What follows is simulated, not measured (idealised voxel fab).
Documented hereafter: the process module known as voxel wiring stack.
FYI the section here is cut, 290 nm wide, cells are 5 nm squares.
In this document a cross-section is written as a grid of square cells. It is given as a series of bands, listed from the top down, and a band is one or more rows of cells.
Band: top and bottom heights (nm) first, top before bottom; then materials from left to right, widths in nm. "full width" marks a sole material filling the band edge to edge. "blank" denotes empty space.
For the purposes of this specification, 0 denotes the height below which the wafer in its as-received condition is composed wholly of one material, and the lowermost band, lacking a lower limit, extends downward without end, as expressed in "0 -> down".
The width entry "30 to 40" should be interpreted row by row: the top row of cells in the band takes the first number, the bottom row takes the second number, and the change between adjacent rows is uniform throughout.
What does "no change occurred" mean for a step? It means no cell of the cross-section changed in that step.
"Unvented cavities": empty spaces of 8 cells or more with no open way to the top, each given as width x height at distance, distance from the left edge, all in nm.
Past the settings on a step's line: simulator remark, on that step.
The "overlay nm" setting may appear on a step's line; for a step that uses a mask, it gives how far to the right of its planned position the mask lay, and a negative value indicates the left.
[Steps in the process plan]
1 RECEIVE | material Si
2 CONFORMAL_DEP | material SiO2 | thk nm 10
3 DIRECTIONAL_DEP | material TiN | thk nm 5
4 DIRECTIONAL_DEP | material W | thk nm 20
5 MASKED_ETCH | tone cover | mask id METAL_1 | width nm 25 | pitch nm 45 | etch materials W | depth nm 20 | overlay nm 0
6 MASKED_ETCH | tone cover | mask id METAL_1 | width nm 25 | pitch nm 45 | etch materials TiN | depth nm 5 | overlay nm 0
7 FILL_DEP | material lowk | thk nm 5
8 CMP | height nm 35
9 CONFORMAL_DEP | material SiCN | thk nm 5
10 DIRECTIONAL_DEP | material lowk | thk nm 30
11 DIRECTIONAL_DEP | material aC | thk nm 10
12 PATTERN | tone open | mask id METAL_2_HOLES | material resist | width nm 15 | thk nm 30 | overlay nm 0
13 DIRECTIONAL_ETCH | etch materials aC | depth nm 10
14 STRIP | etch materials resist
15 DIRECTIONAL_ETCH | etch materials lowk | depth nm 30
16 STRIP | etch materials aC
17 MASKED_ETCH | tone open | mask id METAL_2 | width nm 25 | pitch nm 45 | etch materials lowk | depth nm 15 | overlay nm 0
18 MASKED_ETCH | tone open | mask id METAL_2 | width nm 25 | pitch nm 45 | etch materials SiCN | depth nm 5 | overlay nm 0
19 CONFORMAL_DEP | material TiN | thk nm 5
20 FILL_DEP | material Ru | thk nm 10
21 CMP | height nm 70
22 CONFORMAL_DEP | material SiN | thk nm 5
[Cross-section of the wafer upon arrival, representing the state reached after step 1]
* 0 -> down  Si full width
* Unvented cavities: none
[Starting structure and process plan are as shown above, but one mistake was made in running the module; the wafer cross-section at the end of the module follows]
* 75 -> 70  SiN full width
* 70 -> 60  lowk 110 nm, TiN 5 nm, Ru 15 nm, TiN 5 nm, lowk 20 nm, TiN 5 nm, Ru 15 nm, TiN 5 nm, lowk 110 nm
* 60 -> 55  lowk 110 nm, TiN 5 nm, Ru 5 nm, TiN 15 nm, lowk 20 nm, TiN 25 nm, lowk 110 nm
* 55 -> 40  lowk 110 nm, TiN 5 nm, Ru 5 nm, TiN 5 nm, lowk 165 nm
* 40 -> 35  SiCN 110 nm, TiN 15 nm, SiCN 165 nm
* 35 -> 30  lowk 110 nm, TiN 25 nm, lowk 20 nm, TiN 25 nm, lowk 110 nm
* 30 -> 10  W full width
* 10 -> 0  SiO2 full width
* 0 -> down  Si full width
* Unvented cavities: none
Processing error: the intended sequence of steps 3 and 4 was reversed during processing, with each occupying the position of the other
